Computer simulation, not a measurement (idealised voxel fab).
process module | voxel self aligned vias
cross-section cut | 260 nm wide | cells 5 nm
A cross-section is a grid of square cells, given in bands from the top down. A band is one or more rows of cells.
Each band's line starts with the height of the band's top and of its bottom, in nm. Then come its materials from left to right, each with its width in nm. One material with "throughout" fills the band from edge to edge. "air" is empty space.
Height 0 is the level under which the wafer as received is all one material. The lowest band goes on downwards, as in "0 down".
A width such as "30 to 40" changes by the same amount from each row of cells to the next, from the band's top row to its bottom row.
"no change" after a step means that no cell of the cross-section changed.
closed voids: empty space of 8 cells or more with no open way to the top, each as width x height at its distance from the left edge, in nm
after a step's settings: what the simulator itself notes on the step
overlay nm, on a step with a mask: how far to the right of its planned place the mask lay; to the left if negative
plan
1 op RECEIVE | material Si
2 op CONFORMAL_DEP | material SiO2 | thk nm 10
3 op CONFORMAL_DEP | material SiCN | thk nm 5
4 op DIRECTIONAL_DEP | material lowk | thk nm 20
5 op DIRECTIONAL_DEP | material aC | thk nm 15
6 op PATTERN | tone open | mask id LINES | material resist | width nm 25 | pitch nm 75 | thk nm 35 | overlay nm 0
7 op DIRECTIONAL_ETCH | etch materials aC | depth nm 15
8 op STRIP | etch materials resist
9 op DIRECTIONAL_ETCH | etch materials lowk | depth nm 20
10 op STRIP | etch materials aC
11 op CONFORMAL_DEP | material TiN | thk nm 5
12 op FILL_DEP | material W | thk nm 10
13 op CMP | height nm 35
14 op SELECTIVE_ETCH | etch materials W Ru TiN | depth nm 5
15 op FILL_DEP | material SiN | thk nm 10
16 op CMP | height nm 35
17 op DIRECTIONAL_DEP | material lowk | thk nm 15
18 op MASKED_ETCH | tone open | mask id VIAS | width nm 45 | etch materials lowk | depth nm 15 | overlay nm 0
19 op MASKED_ETCH | tone open | mask id VIAS | width nm 45 | etch materials SiN | depth nm 5 | overlay nm 0
20 op CONFORMAL_DEP | material TiN | thk nm 5
21 op FILL_DEP | material Cu | thk nm 5
22 op CMP | height nm 50
23 op CONFORMAL_DEP | material SiN | thk nm 5
as received, after step 1
  0 down: Si throughout
  closed voids: none
a wafer at the end: this start, this plan, one mistake
  55 to 50: SiN throughout
  50 to 35: lowk 70 | TiN 5 | Cu 35 | TiN 5 | lowk 145
  35 to 30: lowk 70 | TiN 45 | lowk 40 | SiN 25 | lowk 80
  30 to 20: lowk 70 | TiN 15 | W 15 | TiN 15 | lowk 40 | TiN 5 | W 15 | TiN 5 | lowk 80
  20 to 15: lowk 80 | TiN 25 | lowk 50 | TiN 25 | lowk 80
  15 to 10: SiCN throughout
  10 to 0: SiO2 throughout
  0 down: Si throughout
  closed voids: none
what went wrong: step 18 was run twice
